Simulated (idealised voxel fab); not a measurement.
Process module in this document: voxel self aligned vias
Section cut is 155 nm wide and gridded with 5 nm square cells.
Cross-section layout: square cells on a grid; listed as bands, top to bottom; a band spans one or more cell rows.
The entry gives the band's vertical extent as a top height and a bottom height in nm, then its horizontal make-up as materials from left to right, each with a width in nm. "blank" stands for empty space; a single material marked "edge to edge" fills the band edge to edge.
Zero point of the height axis is 0; under it, received wafer = one material. Lowest band: continues down indefinitely, "z 0 and below".
A width such as "30..40" changes by the same amount from each row of cells to the next, from the band's top row to its bottom row.
Step note "nothing different" = no cross-section cell changed.
Empty spaces without an open route to the top, at least 8 cells in extent, make up the entry "Completely enclosed voids"; each is given as width x height at distance, where the distance is measured from the left edge, and all are in nm.
Text after the settings on a step's line: the simulator's own remark on that step.
The setting "overlay nm" may be written on the line of a step. When the step uses a mask, the value reports how far to the right of the planned place the mask lay, and a negative value reports that it lay to the left.
**Steps planned for the process**
step 1: RECEIVE, material Si
step 2: CONFORMAL_DEP, material SiO2, thk nm 15
step 3: CONFORMAL_DEP, material SiCN, thk nm 5
step 4: DIRECTIONAL_DEP, material lowk, thk nm 30
step 5: DIRECTIONAL_DEP, material aC, thk nm 15
step 6: PATTERN, tone open, mask id LINES, material resist, width nm 25, pitch nm 75, thk nm 35, overlay nm 0
step 7: DIRECTIONAL_ETCH, etch materials aC, depth nm 15
step 8: STRIP, etch materials resist
step 9: DIRECTIONAL_ETCH, etch materials lowk, depth nm 30
step 10: STRIP, etch materials aC
step 11: CONFORMAL_DEP, material TiN, thk nm 5
step 12: FILL_DEP, material Ru, thk nm 5
step 13: CMP, height nm 50
step 14: SELECTIVE_ETCH, etch materials W Ru TiN, depth nm 5
step 15: FILL_DEP, material SiN, thk nm 10
step 16: CMP, height nm 50
step 17: DIRECTIONAL_DEP, material lowk, thk nm 20
step 18: DIRECTIONAL_DEP, material aC, thk nm 10
step 19: PATTERN, tone open, mask id VIAS, material resist, width nm 45, pitch nm 75, thk nm 30, overlay nm 0
step 20: DIRECTIONAL_ETCH, etch materials aC, depth nm 10
step 21: STRIP, etch materials resist
step 22: DIRECTIONAL_ETCH, etch materials lowk, depth nm 20
step 23: DIRECTIONAL_ETCH, etch materials SiN, depth nm 5
step 24: STRIP, etch materials aC
step 25: CONFORMAL_DEP, material TiN, thk nm 5
step 26: FILL_DEP, material Ru, thk nm 10
step 27: CMP, height nm 70
step 28: CONFORMAL_DEP, material SiCN, thk nm 5
**as received, after step 1**
	z 0 and below = Si edge to edge
	Completely enclosed voids: none
**first wafer at the end, as planned**
	z 75 to 70 = SiCN edge to edge
	z 70 to 55 = lowk 15, TiN 5, Ru 35, TiN 5, lowk 30, TiN 5, Ru 35, TiN 5, lowk 20
	z 55 to 50 = lowk 15, TiN 15, Ru 15, TiN 15, lowk 30, TiN 15, Ru 15, TiN 15, lowk 20
	z 50 to 45 = lowk 25, TiN 25, lowk 50, TiN 25, lowk 30
	z 45 to 25 = lowk 25, TiN 5, Ru 15, TiN 5, lowk 50, TiN 5, Ru 15, TiN 5, lowk 30
	z 25 to 20 = lowk 25, TiN 25, lowk 50, TiN 25, lowk 30
	z 20 to 15 = SiCN edge to edge
	z 15 to 0 = SiO2 edge to edge
	z 0 and below = Si edge to edge
	Completely enclosed voids: none
**Presented here is a cross-section of the second of the two wafers as it stood at the end of the module. It was started in the same manner and assigned the same plan as the first wafer; however, one mistake was made in its execution**
	z 75 to 70 = SiCN edge to edge
	z 70 to 55 = lowk 20, TiN 5, Ru 25, TiN 5, lowk 40, TiN 5, Ru 25, TiN 5, lowk 25
	z 55 to 50 = lowk 20, TiN 10, Ru 15, TiN 10, lowk 40, TiN 10, Ru 15, TiN 10, lowk 25
	z 50 to 45 = lowk 25, TiN 25, lowk 50, TiN 25, lowk 30
	z 45 to 25 = lowk 25, TiN 5, Ru 15, TiN 5, lowk 50, TiN 5, Ru 15, TiN 5, lowk 30
	z 25 to 20 = lowk 25, TiN 25, lowk 50, TiN 25, lowk 30
	z 20 to 15 = SiCN edge to edge
	z 15 to 0 = SiO2 edge to edge
	z 0 and below = Si edge to edge
	Completely enclosed voids: none
Diagnosis: step 19 did not happen as planned, as run it was PATTERN, tone open, mask id VIAS, material resist, width nm 35, pitch nm 75, thk nm 30, overlay nm 0
The closing comparison, in cells, has the second wafer with more or fewer of some materials than the first: -12 Ru, -4 TiN, +16 lowk
